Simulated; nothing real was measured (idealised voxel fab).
Process module name: voxel double patterning
Pictured: cross-section cut, 235 nm wide, on a grid of 5 nm square cells.
When this document writes out a cross-section, it uses a grid of square cells and lists it as bands, beginning at the top and moving down, with a band standing for one or more rows of cells. Heights first: top, then bottom, in nm. Then materials, left to right, each with a width in nm. "everywhere" on a single material: fills the band edge to edge. "blank": empty space. Ref level 0: as-received wafer is one material below here. Bottom band extends down with no lower bound ("0..down"). Width spec "30->40" -> top row of cells at first value, bottom row at second value, equal per-row change in between. When a step is marked "no change", none of the cells in the cross-section changed during that step. Look at "Closed internal voids" for the closed voids: empty spaces with no open path to the top, sized 8 cells or up. Each is width x height at distance, distance from the left edge, all nm. Whatever follows a step's settings on its line is a remark the simulator itself makes about that step. overlay nm: mask offset rightward from planned place, masked step; negative means leftward offset.
**Planned process steps**
| 1 | op RECEIVE | material Si |
| 2 | op CONFORMAL_DEP | material SiO2 | thk nm 10 |
| 3 | op DIRECTIONAL_DEP | material W | thk nm 5 |
| 4 | op DIRECTIONAL_DEP | material SiN | thk nm 5 |
| 5 | op PATTERN | tone open | mask id FIRST | material resist | width nm 15 | pitch nm 50 | thk nm 20 | overlay nm 0 |
| 6 | op DIRECTIONAL_ETCH | etch materials SiN | depth nm 5 |
| 7 | op STRIP | etch materials resist |
| 8 | op MASKED_ETCH | tone open | mask id SECOND | width nm 15 | etch materials SiN | depth nm 5 | overlay nm 0 |
| 9 | op DIRECTIONAL_ETCH | etch materials W | depth nm 15 |
| 10 | op STRIP | etch materials SiN |
varied across the wafers: thk nm of step 3. The plan shows the first wafer's value. All wafers start alike
**Cut through the first of several wafers as received, post step 1**
	0..down | Si everywhere
	Closed internal voids: none
**Per wafer, end of module: cells gained (+) or lost (-) per material since receipt, then closed voids**
thk nm 5; +94 SiO2; +38 W; Closed internal voids: none
thk nm 10; +94 SiO2; +76 W; Closed internal voids: none
thk nm 15; +94 SiO2; +114 W; Closed internal voids: none
thk nm 20; +94 SiO2; +161 W; Closed internal voids: none
thk nm 25; +94 SiO2; +208 W; Closed internal voids: none
thk nm 30; +94 SiO2; +255 W; Closed internal voids: none
